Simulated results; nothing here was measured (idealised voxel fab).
process module | voxel capacitor over wiring
cross-section cut | 230 nm wide | cells 5 nm
A cross-section is a grid of square cells, given in bands from the top down. A band is one or more rows of cells.
Each band's line starts with the height of the band's top and of its bottom, in nm. Then come its materials from left to right, each with its width in nm. One material with "throughout" fills the band from edge to edge. "air" is empty space.
Height 0 is the level under which the wafer as received is all one material. The lowest band goes on downwards, as in "0 down".
A width such as "30 to 40" changes by the same amount from each row of cells to the next, from the band's top row to its bottom row.
"no change" after a step means that no cell of the cross-section changed.
closed voids: empty space of 8 cells or more with no open way to the top, each as width x height at its distance from the left edge, in nm
after a step's settings: what the simulator itself notes on the step
overlay nm, on a step with a mask: how far to the right of its planned place the mask lay; to the left if negative
plan
1 op RECEIVE | material Si
2 op CONFORMAL_DEP | material SiO2 | thk nm 10
3 op CONFORMAL_DEP | material SiN | thk nm 5
4 op DIRECTIONAL_DEP | material lowk | thk nm 15
5 op PATTERN | tone open | mask id METAL_1 | material resist | width nm 20 | pitch nm 80 | thk nm 20 | overlay nm 0
6 op DIRECTIONAL_ETCH | etch materials lowk | depth nm 15
7 op DIRECTIONAL_ETCH | etch materials SiN | depth nm 5
8 op STRIP | etch materials resist
9 op CONFORMAL_DEP | material TiN | thk nm 5
10 op FILL_DEP | material W | thk nm 10
11 op CMP | height nm 30
12 op CONFORMAL_DEP | material SiCN | thk nm 5
13 op DIRECTIONAL_DEP | material SiO2 | thk nm 15
14 op MASKED_ETCH | tone open | mask id PLUG_1 | width nm 15 | etch materials SiO2 | depth nm 15 | overlay nm 0
15 op MASKED_ETCH | tone open | mask id PLUG_1 | width nm 15 | etch materials SiCN | depth nm 5 | overlay nm 0
16 op CONFORMAL_DEP | material TiN | thk nm 5
17 op FILL_DEP | material Ru | thk nm 10
18 op CMP | height nm 50
19 op DIRECTIONAL_DEP | material TiN | thk nm 5
20 op DIRECTIONAL_DEP | material Al2O3 | thk nm 5
21 op DIRECTIONAL_DEP | material TiN | thk nm 5
22 op MASKED_ETCH | tone cover | mask id UPPER_PLATE | width nm 65 | etch materials TiN | depth nm 5 | overlay nm 0
23 op MASKED_ETCH | tone cover | mask id UPPER_PLATE | width nm 65 | etch materials Al2O3 | depth nm 5 | overlay nm 0
24 op PATTERN | tone cover | mask id LOWER_PLATE | material resist | width nm 75 | thk nm 20 | overlay nm 0
25 op DIRECTIONAL_ETCH | etch materials TiN | depth nm 5
26 op STRIP | etch materials resist
27 op FILL_DEP | material SiO2 | thk nm 15
28 op CMP | height nm 75
29 op MASKED_ETCH | tone open | mask id PLUG_2 | width nm 15 | etch materials SiO2 | depth nm 10 | overlay nm 0
30 op CONFORMAL_DEP | material TiN | thk nm 5
31 op FILL_DEP | material Ru | thk nm 10
32 op CMP | height nm 75
33 op CONFORMAL_DEP | material SiN | thk nm 5
varied across the wafers: thk nm of step 21. The plan shows the first wafer's value. All wafers start alike
first wafer as received, after step 1
  0 down: Si throughout
  closed voids: none
first wafer at the end, after step 33
  80 to 75: SiN throughout
  75 to 70: SiO2 80 | TiN 5 | Ru 5 | TiN 5 | SiO2 135
  70 to 60: SiO2 80 to 70 | TiN 15 to 65 | SiO2 135 to 95
  60 to 55: SiO2 70 | Al2O3 65 | SiO2 95
  55 to 50: SiO2 65 | TiN 75 | SiO2 90
  50 to 35: SiO2 70 | TiN 5 | Ru 5 | TiN 5 | SiO2 145
  35 to 30: SiCN 70 | TiN 15 | SiCN 145
  30 to 15: lowk 65 | TiN 5 | W 10 | TiN 5 | lowk 60 | TiN 5 | W 10 | TiN 5 | lowk 65
  15 to 10: SiN 65 | TiN 20 | SiN 60 | TiN 20 | SiN 65
  10 to 0: SiO2 throughout
  0 down: Si throughout
  closed voids: none
last wafer at the end
  80 to 75: SiN throughout
  75 to 70: SiO2 65 | TiN 75 | SiO2 90
  70 to 60: TiN throughout
  60 to 55: Al2O3 throughout
  55 to 50: TiN throughout
  50 to 35: SiO2 70 | TiN 5 | Ru 5 | TiN 5 | SiO2 145
  35 to 30: SiCN 70 | TiN 15 | SiCN 145
  30 to 15: lowk 65 | TiN 5 | W 10 | TiN 5 | lowk 60 | TiN 5 | W 10 | TiN 5 | lowk 65
  15 to 10: SiN 65 | TiN 20 | SiN 60 | TiN 20 | SiN 65
  10 to 0: SiO2 throughout
  0 down: Si throughout
  closed voids: none
each wafer at the end: cells of each material gained (+) or lost (-) since it was received, then its closed voids
thk nm 5 | +13 Al2O3 | +4 Ru | +43 SiCN | +84 SiN | +404 SiO2 | +62 TiN | +12 W | +114 lowk | closed voids: none
thk nm 10 | +46 Al2O3 | +3 Ru | +43 SiCN | +84 SiN | +328 SiO2 | +106 TiN | +12 W | +114 lowk | closed voids: none
thk nm 15 | +46 Al2O3 | +3 Ru | +43 SiCN | +84 SiN | +285 SiO2 | +149 TiN | +12 W | +114 lowk | closed voids: none
thk nm 20 | +46 Al2O3 | +3 Ru | +43 SiCN | +84 SiN | +252 SiO2 | +182 TiN | +12 W | +114 lowk | closed voids: none
